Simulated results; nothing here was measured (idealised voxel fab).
A process module follows: voxel plated lines.
Section cut is 235 nm wide and gridded with 5 nm square cells.
Just so we're on the same page, the cross-sections are grids of square cells, and they're listed out in bands top to bottom, each band one or more rows deep.
Each band's line starts with the height of the band's top and of its bottom, in nm. Then come its materials from left to right, each with its width in nm. One material with "full width" fills the band from edge to edge. "air" is empty space.
For the purposes of this specification, 0 denotes the height below which the wafer in its as-received condition is composed wholly of one material, and the lowermost band, lacking a lower limit, extends downward without end, as expressed in "top 0, no bottom".
Top row gets the first number, bottom row gets the second, and each row in between changes by the same step: that is how a band width like "30..40" works.
"no alteration" for a step: no cell of the cross-section changed in that step.
"Enclosed cavities" contains a list of empty spaces, each no smaller than 8 cells and without an open way to the top, written in the form width x height at distance with the distance from the left edge and all three in nm.
Text after the settings on a step's line: the simulator's own remark on that step.
overlay nm, on a step with a mask: how far to the right of its planned place the mask lay; to the left if negative
Reading guide: pairs of cross-sections, before and after one process step; after view cut off at lowest changed band; step and settings listed under each pair. Pairs may stem from different runs of this module on the same starting wafer; continuity with the pair above only where the "Before processing" entry states it.

Before processing:
- top 0, no bottom: Si full width
- Enclosed cavities: none

Post-Step Cross-Section:
- top 5, bottom 0: Al2O3 full width
- Below 0 it's all the same as before, nothing changed down there.
- Enclosed cavities: none
For reference, the processing step occurring between the two cross-sections presented above is as follows: CONFORMAL_DEP | material Al2O3 | thk nm 5

Before processing: Please consult the pair immediately above; the cross-section it shows after its step is the state before this step.

Post-Step Cross-Section:
- top 10, bottom 5: TiN full width
- Below 5 it's all the same as before, nothing changed down there.
- Enclosed cavities: none
For reference, the processing step occurring between the two cross-sections presented above is as follows: DIRECTIONAL_DEP | material TiN | thk nm 5

Before processing: Please consult the pair immediately above; the cross-section it shows after its step is the state before this step.

Post-Step Cross-Section:
- top 40, bottom 10: 20 resist, then 25 air, then 30 resist, then 25 air, then 30 resist, then 25 air, then 30 resist, then 25 air, then 25 resist
- Below 10 it's all the same as before, nothing changed down there.
- Enclosed cavities: none
For reference, the processing step occurring between the two cross-sections presented above is as follows: PATTERN | tone open | mask id LINES | material resist | width nm 25 | pitch nm 55 | thk nm 30 | overlay nm 0

Before processing: Please consult the pair immediately above; the cross-section it shows after its step is the state before this step.

Post-Step Cross-Section:
- top 40, bottom 15: 20 resist, then 25 air, then 30 resist, then 25 air, then 30 resist, then 25 air, then 30 resist, then 25 air, then 25 resist
- top 15, bottom 10: 20 resist, then 25 Ru, then 30 resist, then 25 Ru, then 30 resist, then 25 Ru, then 30 resist, then 25 Ru, then 25 resist
- Below 10 it's all the same as before, nothing changed down there.
- Enclosed cavities: none
For reference, the processing step occurring between the two cross-sections presented above is as follows: EPI | material Ru | thk nm 5

Before processing: Please consult the pair immediately above; the cross-section it shows after its step is the state before this step.

Post-Step Cross-Section:
- top 40, bottom 20: 20 resist, then 25 air, then 30 resist, then 25 air, then 30 resist, then 25 air, then 30 resist, then 25 air, then 25 resist
- top 20, bottom 10: 20 resist, then 25 Ru, then 30 resist, then 25 Ru, then 30 resist, then 25 Ru, then 30 resist, then 25 Ru, then 25 resist
- Below 10 it's all the same as before, nothing changed down there.
- Enclosed cavities: none
For reference, the processing step occurring between the two cross-sections presented above is as follows: EPI | material Ru | thk nm 5

Before processing: Please consult the pair immediately above; the cross-section it shows after its step is the state before this step.

Post-Step Cross-Section:
- top 20, bottom 10: 20 air, then 25 Ru, then 30 air, then 25 Ru, then 30 air, then 25 Ru, then 30 air, then 25 Ru, then 25 air
- Below 10 it's all the same as before, nothing changed down there.
- Enclosed cavities: none
For reference, the processing step occurring between the two cross-sections presented above is as follows: STRIP | etch materials resist

Before processing: Please consult the pair immediately above; the cross-section it shows after its step is the state before this step.

Post-Step Cross-Section:
- top 20, bottom 10: 20 air, then 25 Ru, then 30 air, then 25 Ru, then 30 air, then 25 Ru, then 30 air, then 25 Ru, then 25 air
- top 10, bottom 5: 20 air, then 25 TiN, then 30 air, then 25 TiN, then 30 air, then 25 TiN, then 30 air, then 25 TiN, then 25 air
- Below 5 it's all the same as before, nothing changed down there.
- Enclosed cavities: none
For reference, the processing step occurring between the two cross-sections presented above is as follows: DIRECTIONAL_ETCH | etch materials TiN | depth nm 5

Before processing: Please consult the pair immediately above; the cross-section it shows after its step is the state before this step.

Post-Step Cross-Section:
- top 30, bottom 20: 10 air, then 45 SiN, then 10 air, then 45 SiN, then 10 air, then 45 SiN, then 10 air, then 45 SiN, then 15 air
- top 20, bottom 15: 10 air, then 10 SiN, then 25 Ru, then 10 SiN, then 10 air, then 10 SiN, then 25 Ru, then 10 SiN, then 10 air, then 10 SiN, then 25 Ru, then 10 SiN, then 10 air, then 10 SiN, then 25 Ru, then 10 SiN, then 15 air
- top 15, bottom 10: 20 SiN, then 25 Ru, then 30 SiN, then 25 Ru, then 30 SiN, then 25 Ru, then 30 SiN, then 25 Ru, then 25 SiN
- top 10, bottom 5: 20 SiN, then 25 TiN, then 30 SiN, then 25 TiN, then 30 SiN, then 25 TiN, then 30 SiN, then 25 TiN, then 25 SiN
- Below 5 it's all the same as before, nothing changed down there.
- Enclosed cavities: none
For reference, the processing step occurring between the two cross-sections presented above is as follows: CONFORMAL_DEP | material SiN | thk nm 10

Before processing:
- top 0, no bottom: Si full width
- Enclosed cavities: none

Post-Step Cross-Section:
- top 5, bottom 0: TiN full width
- Below 0 it's all the same as before, nothing changed down there.
- Enclosed cavities: none
For reference, the processing step occurring between the two cross-sections presented above is as follows: DIRECTIONAL_DEP | material TiN | thk nm 5

Before processing: Please consult the pair immediately above; the cross-section it shows after its step is the state before this step.

Post-Step Cross-Section:
- top 35, bottom 5: 20 resist, then 25 air, then 30 resist, then 25 air, then 30 resist, then 25 air, then 30 resist, then 25 air, then 25 resist
- Below 5 it's all the same as before, nothing changed down there.
- Enclosed cavities: none
For reference, the processing step occurring between the two cross-sections presented above is as follows: PATTERN | tone open | mask id LINES | material resist | width nm 25 | pitch nm 55 | thk nm 30 | overlay nm 0

Before processing: Please consult the pair immediately above; the cross-section it shows after its step is the state before this step.

Post-Step Cross-Section:
- top 35, bottom 10: 20 resist, then 25 air, then 30 resist, then 25 air, then 30 resist, then 25 air, then 30 resist, then 25 air, then 25 resist
- top 10, bottom 5: 20 resist, then 25 Ru, then 30 resist, then 25 Ru, then 30 resist, then 25 Ru, then 30 resist, then 25 Ru, then 25 resist
- Below 5 it's all the same as before, nothing changed down there.
- Enclosed cavities: none
For reference, the processing step occurring between the two cross-sections presented above is as follows: EPI | material Ru | thk nm 5

Before processing: Please consult the pair immediately above; the cross-section it shows after its step is the state before this step.

Post-Step Cross-Section:
- top 35, bottom 15: 20 resist, then 25 air, then 30 resist, then 25 air, then 30 resist, then 25 air, then 30 resist, then 25 air, then 25 resist
- top 15, bottom 5: 20 resist, then 25 Ru, then 30 resist, then 25 Ru, then 30 resist, then 25 Ru, then 30 resist, then 25 Ru, then 25 resist
- Below 5 it's all the same as before, nothing changed down there.
- Enclosed cavities: none
For reference, the processing step occurring between the two cross-sections presented above is as follows: EPI | material Ru | thk nm 5

Before processing: Please consult the pair immediately above; the cross-section it shows after its step is the state before this step.

Post-Step Cross-Section:
- top 15, bottom 5: 20 air, then 25 Ru, then 30 air, then 25 Ru, then 30 air, then 25 Ru, then 30 air, then 25 Ru, then 25 air
- Below 5 it's all the same as before, nothing changed down there.
- Enclosed cavities: none
For reference, the processing step occurring between the two cross-sections presented above is as follows: STRIP | etch materials resist

Before processing: Please consult the pair immediately above; the cross-section it shows after its step is the state before this step.

Post-Step Cross-Section:
- top 15, bottom 5: 20 air, then 25 Ru, then 30 air, then 25 Ru, then 30 air, then 25 Ru, then 30 air, then 25 Ru, then 25 air
- top 5, bottom 0: 20 air, then 25 TiN, then 30 air, then 25 TiN, then 30 air, then 25 TiN, then 30 air, then 25 TiN, then 25 air
- Below 0 it's all the same as before, nothing changed down there.
- Enclosed cavities: none
For reference, the processing step occurring between the two cross-sections presented above is as follows: DIRECTIONAL_ETCH | etch materials TiN | depth nm 5

Before processing: Please consult the pair immediately above; the cross-section it shows after its step is the state before this step.

Post-Step Cross-Section:
- top 25, bottom 15: 10 air, then 45 SiN, then 10 air, then 45 SiN, then 10 air, then 45 SiN, then 10 air, then 45 SiN, then 15 air
- top 15, bottom 10: 10 air, then 10 SiN, then 25 Ru, then 10 SiN, then 10 air, then 10 SiN, then 25 Ru, then 10 SiN, then 10 air, then 10 SiN, then 25 Ru, then 10 SiN, then 10 air, then 10 SiN, then 25 Ru, then 10 SiN, then 15 air
- top 10, bottom 5: 20 SiN, then 25 Ru, then 30 SiN, then 25 Ru, then 30 SiN, then 25 Ru, then 30 SiN, then 25 Ru, then 25 SiN
- top 5, bottom 0: 20 SiN, then 25 TiN, then 30 SiN, then 25 TiN, then 30 SiN, then 25 TiN, then 30 SiN, then 25 TiN, then 25 SiN
- Below 0 it's all the same as before, nothing changed down there.
- Enclosed cavities: none
For reference, the processing step occurring between the two cross-sections presented above is as follows: CONFORMAL_DEP | material SiN | thk nm 10

Before processing:
- top 5, bottom 0: TiN full width
- top 0, no bottom: Si full width
- Enclosed cavities: none

Post-Step Cross-Section:
- top 10, bottom 5: Al2O3 full width
- Below 5 it's all the same as before, nothing changed down there.
- Enclosed cavities: none
For reference, the processing step occurring between the two cross-sections presented above is as follows: CONFORMAL_DEP | material Al2O3 | thk nm 5

Before processing: Please consult the pair immediately above; the cross-section it shows after its step is the state before this step.

Post-Step Cross-Section:
- top 40, bottom 10: 20 resist, then 25 air, then 30 resist, then 25 air, then 30 resist, then 25 air, then 30 resist, then 25 air, then 25 resist
- Below 10 it's all the same as before, nothing changed down there.
- Enclosed cavities: none
For reference, the processing step occurring between the two cross-sections presented above is as follows: PATTERN | tone open | mask id LINES | material resist | width nm 25 | pitch nm 55 | thk nm 30 | overlay nm 0

Before processing: Please consult the pair immediately above; the cross-section it shows after its step is the state before this step.

Post-Step Cross-Section:
- top 10, bottom 5: Al2O3 full width
- Below 5 it's all the same as before, nothing changed down there.
- Enclosed cavities: none
For reference, the processing step occurring between the two cross-sections presented above is as follows: STRIP | etch materials resist

Before processing: Please consult the pair immediately above; the cross-section it shows after its step is the state before this step.

Post-Step Cross-Section:
- top 20, bottom 10: SiN full width
- Below 10 it's all the same as before, nothing changed down there.
- Enclosed cavities: none
For reference, the processing step occurring between the two cross-sections presented above is as follows: CONFORMAL_DEP | material SiN | thk nm 10

Before processing:
- top 20, bottom 10: 20 air, then 25 Ru, then 30 air, then 25 Ru, then 30 air, then 25 Ru, then 30 air, then 25 Ru, then 25 air
- top 10, bottom 5: 20 air, then 25 TiN, then 30 air, then 25 TiN, then 30 air, then 25 TiN, then 30 air, then 25 TiN, then 25 air
- top 5, bottom 0: Al2O3 full width
- top 0, no bottom: Si full width
- Enclosed cavities: none

Post-Step Cross-Section:
- top 35, bottom 20: 5 air, then 220 SiN, then 10 air
- top 20, bottom 10: 20 SiN, then 25 Ru, then 30 SiN, then 25 Ru, then 30 SiN, then 25 Ru, then 30 SiN, then 25 Ru, then 25 SiN
- top 10, bottom 5: 20 SiN, then 25 TiN, then 30 SiN, then 25 TiN, then 30 SiN, then 25 TiN, then 30 SiN, then 25 TiN, then 25 SiN
- Below 5 it's all the same as before, nothing changed down there.
- Enclosed cavities: none
For reference, the processing step occurring between the two cross-sections presented above is as follows: CONFORMAL_DEP | material SiN | thk nm 15

Before processing:
- top 10, bottom 5: TiN full width
- top 5, bottom 0: Al2O3 full width
- top 0, no bottom: Si full width
- Enclosed cavities: none

Post-Step Cross-Section:
- top 40, bottom 10: 15 resist, then 35 air, then 20 resist, then 35 air, then 20 resist, then 35 air, then 20 resist, then 35 air, then 20 resist
- Below 10 it's all the same as before, nothing changed down there.
- Enclosed cavities: none
For reference, the processing step occurring between the two cross-sections presented above is as follows: PATTERN | tone open | mask id LINES | material resist | width nm 35 | pitch nm 55 | thk nm 30 | overlay nm 0

Before processing: Please consult the pair immediately above; the cross-section it shows after its step is the state before this step.

Post-Step Cross-Section:
- top 40, bottom 15: 15 resist, then 35 air, then 20 resist, then 35 air, then 20 resist, then 35 air, then 20 resist, then 35 air, then 20 resist
- top 15, bottom 10: 15 resist, then 35 Ru, then 20 resist, then 35 Ru, then 20 resist, then 35 Ru, then 20 resist, then 35 Ru, then 20 resist
- Below 10 it's all the same as before, nothing changed down there.
- Enclosed cavities: none
For reference, the processing step occurring between the two cross-sections presented above is as follows: EPI | material Ru | thk nm 5

Before processing: Please consult the pair immediately above; the cross-section it shows after its step is the state before this step.

Post-Step Cross-Section:
- top 40, bottom 20: 15 resist, then 35 air, then 20 resist, then 35 air, then 20 resist, then 35 air, then 20 resist, then 35 air, then 20 resist
- top 20, bottom 10: 15 resist, then 35 Ru, then 20 resist, then 35 Ru, then 20 resist, then 35 Ru, then 20 resist, then 35 Ru, then 20 resist
- Below 10 it's all the same as before, nothing changed down there.
- Enclosed cavities: none
For reference, the processing step occurring between the two cross-sections presented above is as follows: EPI | material Ru | thk nm 5

Before processing: Please consult the pair immediately above; the cross-section it shows after its step is the state before this step.

Post-Step Cross-Section:
- top 20, bottom 10: 15 air, then 35 Ru, then 20 air, then 35 Ru, then 20 air, then 35 Ru, then 20 air, then 35 Ru, then 20 air
- Below 10 it's all the same as before, nothing changed down there.
- Enclosed cavities: none
For reference, the processing step occurring between the two cross-sections presented above is as follows: STRIP | etch materials resist

Before processing: Please consult the pair immediately above; the cross-section it shows after its step is the state before this step.

Post-Step Cross-Section:
- top 20, bottom 10: 15 air, then 35 Ru, then 20 air, then 35 Ru, then 20 air, then 35 Ru, then 20 air, then 35 Ru, then 20 air
- top 10, bottom 5: 15 air, then 35 TiN, then 20 air, then 35 TiN, then 20 air, then 35 TiN, then 20 air, then 35 TiN, then 20 air
- Below 5 it's all the same as before, nothing changed down there.
- Enclosed cavities: none
For reference, the processing step occurring between the two cross-sections presented above is as follows: DIRECTIONAL_ETCH | etch materials TiN | depth nm 5

Before processing: Please consult the pair immediately above; the cross-section it shows after its step is the state before this step.

Post-Step Cross-Section:
- top 30, bottom 20: 5 air, then 220 SiN, then 10 air
- top 20, bottom 15: 5 air, then 10 SiN, then 35 Ru, then 20 SiN, then 35 Ru, then 20 SiN, then 35 Ru, then 20 SiN, then 35 Ru, then 10 SiN, then 10 air
- top 15, bottom 10: 15 SiN, then 35 Ru, then 20 SiN, then 35 Ru, then 20 SiN, then 35 Ru, then 20 SiN, then 35 Ru, then 20 SiN
- top 10, bottom 5: 15 SiN, then 35 TiN, then 20 SiN, then 35 TiN, then 20 SiN, then 35 TiN, then 20 SiN, then 35 TiN, then 20 SiN
- Below 5 it's all the same as before, nothing changed down there.
- Enclosed cavities: none
For reference, the processing step occurring between the two cross-sections presented above is as follows: CONFORMAL_DEP | material SiN | thk nm 10

Before processing:
- top 10, bottom 5: TiN full width
- top 5, bottom 0: Al2O3 full width
- top 0, no bottom: Si full width
- Enclosed cavities: none

Post-Step Cross-Section:
- top 40, bottom 10: 15 resist, then 25 air, then 30 resist, then 25 air, then 30 resist, then 25 air, then 30 resist, then 25 air, then 30 resist
- Below 10 it's all the same as before, nothing changed down there.
- Enclosed cavities: none
For reference, the processing step occurring between the two cross-sections presented above is as follows: PATTERN | tone open | mask id LINES | material resist | width nm 25 | pitch nm 55 | thk nm 30 | overlay nm -5

Before processing: Please consult the pair immediately above; the cross-section it shows after its step is the state before this step.

Post-Step Cross-Section:
- top 40, bottom 15: 15 resist, then 25 air, then 30 resist, then 25 air, then 30 resist, then 25 air, then 30 resist, then 25 air, then 30 resist
- top 15, bottom 10: 15 resist, then 25 Ru, then 30 resist, then 25 Ru, then 30 resist, then 25 Ru, then 30 resist, then 25 Ru, then 30 resist
- Below 10 it's all the same as before, nothing changed down there.
- Enclosed cavities: none
For reference, the processing step occurring between the two cross-sections presented above is as follows: EPI | material Ru | thk nm 5

Before processing: Please consult the pair immediately above; the cross-section it shows after its step is the state before this step.

Post-Step Cross-Section:
- top 40, bottom 20: 15 resist, then 25 air, then 30 resist, then 25 air, then 30 resist, then 25 air, then 30 resist, then 25 air, then 30 resist
- top 20, bottom 10: 15 resist, then 25 Ru, then 30 resist, then 25 Ru, then 30 resist, then 25 Ru, then 30 resist, then 25 Ru, then 30 resist
- Below 10 it's all the same as before, nothing changed down there.
- Enclosed cavities: none
For reference, the processing step occurring between the two cross-sections presented above is as follows: EPI | material Ru | thk nm 5

Before processing: Please consult the pair immediately above; the cross-section it shows after its step is the state before this step.

Post-Step Cross-Section:
- top 20, bottom 10: 15 air, then 25 Ru, then 30 air, then 25 Ru, then 30 air, then 25 Ru, then 30 air, then 25 Ru, then 30 air
- Below 10 it's all the same as before, nothing changed down there.
- Enclosed cavities: none
For reference, the processing step occurring between the two cross-sections presented above is as follows: STRIP | etch materials resist

Before processing: Please consult the pair immediately above; the cross-section it shows after its step is the state before this step.

Post-Step Cross-Section:
- top 20, bottom 10: 15 air, then 25 Ru, then 30 air, then 25 Ru, then 30 air, then 25 Ru, then 30 air, then 25 Ru, then 30 air
- top 10, bottom 5: 15 air, then 25 TiN, then 30 air, then 25 TiN, then 30 air, then 25 TiN, then 30 air, then 25 TiN, then 30 air
- Below 5 it's all the same as before, nothing changed down there.
- Enclosed cavities: none
For reference, the processing step occurring between the two cross-sections presented above is as follows: DIRECTIONAL_ETCH | etch materials TiN | depth nm 5

Before processing: Please consult the pair immediately above; the cross-section it shows after its step is the state before this step.

Post-Step Cross-Section:
- top 30, bottom 20: 5 air, then 45 SiN, then 10 air, then 45 SiN, then 10 air, then 45 SiN, then 10 air, then 45 SiN, then 20 air
- top 20, bottom 15: 5 air, then 10 SiN, then 25 Ru, then 10 SiN, then 10 air, then 10 SiN, then 25 Ru, then 10 SiN, then 10 air, then 10 SiN, then 25 Ru, then 10 SiN, then 10 air, then 10 SiN, then 25 Ru, then 10 SiN, then 20 air
- top 15, bottom 10: 15 SiN, then 25 Ru, then 30 SiN, then 25 Ru, then 30 SiN, then 25 Ru, then 30 SiN, then 25 Ru, then 30 SiN
- top 10, bottom 5: 15 SiN, then 25 TiN, then 30 SiN, then 25 TiN, then 30 SiN, then 25 TiN, then 30 SiN, then 25 TiN, then 30 SiN
- Below 5 it's all the same as before, nothing changed down there.
- Enclosed cavities: none
For reference, the processing step occurring between the two cross-sections presented above is as follows: CONFORMAL_DEP | material SiN | thk nm 10

Before processing:
- top 20, bottom 10: 20 air, then 25 Ru, then 30 air, then 25 Ru, then 30 air, then 25 Ru, then 30 air, then 25 Ru, then 25 air
- top 10, bottom 5: 20 air, then 25 TiN, then 30 air, then 25 TiN, then 30 air, then 25 TiN, then 30 air, then 25 TiN, then 25 air
- top 5, bottom 0: Al2O3 full width
- top 0, no bottom: Si full width
- Enclosed cavities: none

Post-Step Cross-Section:
- top 30, bottom 20: 10 air, then 45 Al2O3, then 10 air, then 45 Al2O3, then 10 air, then 45 Al2O3, then 10 air, then 45 Al2O3, then 15 air
- top 20, bottom 15: 10 air, then 10 Al2O3, then 25 Ru, then 10 Al2O3, then 10 air, then 10 Al2O3, then 25 Ru, then 10 Al2O3, then 10 air, then 10 Al2O3, then 25 Ru, then 10 Al2O3, then 10 air, then 10 Al2O3, then 25 Ru, then 10 Al2O3, then 15 air
- top 15, bottom 10: 20 Al2O3, then 25 Ru, then 30 Al2O3, then 25 Ru, then 30 Al2O3, then 25 Ru, then 30 Al2O3, then 25 Ru, then 25 Al2O3
- top 10, bottom 5: 20 Al2O3, then 25 TiN, then 30 Al2O3, then 25 TiN, then 30 Al2O3, then 25 TiN, then 30 Al2O3, then 25 TiN, then 25 Al2O3
- Below 5 it's all the same as before, nothing changed down there.
- Enclosed cavities: none
For reference, the processing step occurring between the two cross-sections presented above is as follows: CONFORMAL_DEP | material Al2O3 | thk nm 10

Before processing:
- top 10, bottom 5: TiN full width
- top 5, bottom 0: Al2O3 full width
- top 0, no bottom: Si full width
- Enclosed cavities: none

Post-Step Cross-Section:
- top 40, bottom 10: 20 air, then 25 resist, then 30 air, then 25 resist, then 30 air, then 25 resist, then 30 air, then 25 resist, then 25 air
- Below 10 it's all the same as before, nothing changed down there.
- Enclosed cavities: none
For reference, the processing step occurring between the two cross-sections presented above is as follows: PATTERN | tone cover | mask id LINES | material resist | width nm 25 | pitch nm 55 | thk nm 30 | overlay nm 0

Before processing: Please consult the pair immediately above; the cross-section it shows after its step is the state before this step.

Post-Step Cross-Section:
- top 40, bottom 15: 20 air, then 25 resist, then 30 air, then 25 resist, then 30 air, then 25 resist, then 30 air, then 25 resist, then 25 air
- top 15, bottom 10: 20 Ru, then 25 resist, then 30 Ru, then 25 resist, then 30 Ru, then 25 resist, then 30 Ru, then 25 resist, then 25 Ru
- Below 10 it's all the same as before, nothing changed down there.
- Enclosed cavities: none
For reference, the processing step occurring between the two cross-sections presented above is as follows: EPI | material Ru | thk nm 5

Before processing: Please consult the pair immediately above; the cross-section it shows after its step is the state before this step.

Post-Step Cross-Section:
- top 40, bottom 20: 20 air, then 25 resist, then 30 air, then 25 resist, then 30 air, then 25 resist, then 30 air, then 25 resist, then 25 air
- top 20, bottom 10: 20 Ru, then 25 resist, then 30 Ru, then 25 resist, then 30 Ru, then 25 resist, then 30 Ru, then 25 resist, then 25 Ru
- Below 10 it's all the same as before, nothing changed down there.
- Enclosed cavities: none
For reference, the processing step occurring between the two cross-sections presented above is as follows: EPI | material Ru | thk nm 5

Before processing: Please consult the pair immediately above; the cross-section it shows after its step is the state before this step.

Post-Step Cross-Section:
- top 20, bottom 10: 20 Ru, then 25 air, then 30 Ru, then 25 air, then 30 Ru, then 25 air, then 30 Ru, then 25 air, then 25 Ru
- Below 10 it's all the same as before, nothing changed down there.
- Enclosed cavities: none
For reference, the processing step occurring between the two cross-sections presented above is as follows: STRIP | etch materials resist

Before processing: Please consult the pair immediately above; the cross-section it shows after its step is the state before this step.

Post-Step Cross-Section:
- top 20, bottom 10: 20 Ru, then 25 air, then 30 Ru, then 25 air, then 30 Ru, then 25 air, then 30 Ru, then 25 air, then 25 Ru
- top 10, bottom 5: 20 TiN, then 25 air, then 30 TiN, then 25 air, then 30 TiN, then 25 air, then 30 TiN, then 25 air, then 25 TiN
- Below 5 it's all the same as before, nothing changed down there.
- Enclosed cavities: none
For reference, the processing step occurring between the two cross-sections presented above is as follows: DIRECTIONAL_ETCH | etch materials TiN | depth nm 5

Before processing: Please consult the pair immediately above; the cross-section it shows after its step is the state before this step.

Post-Step Cross-Section:
- top 30, bottom 20: 30 SiN, then 5 air, then 50 SiN, then 5 air, then 50 SiN, then 5 air, then 50 SiN, then 5 air, then 35 SiN
- top 20, bottom 15: 20 Ru, then 10 SiN, then 5 air, then 10 SiN, then 30 Ru, then 10 SiN, then 5 air, then 10 SiN, then 30 Ru, then 10 SiN, then 5 air, then 10 SiN, then 30 Ru, then 10 SiN, then 5 air, then 10 SiN, then 25 Ru
- top 15, bottom 10: 20 Ru, then 25 SiN, then 30 Ru, then 25 SiN, then 30 Ru, then 25 SiN, then 30 Ru, then 25 SiN, then 25 Ru
- top 10, bottom 5: 20 TiN, then 25 SiN, then 30 TiN, then 25 SiN, then 30 TiN, then 25 SiN, then 30 TiN, then 25 SiN, then 25 TiN
- Below 5 it's all the same as before, nothing changed down there.
- Enclosed cavities: none
For reference, the processing step occurring between the two cross-sections presented above is as follows: CONFORMAL_DEP | material SiN | thk nm 10
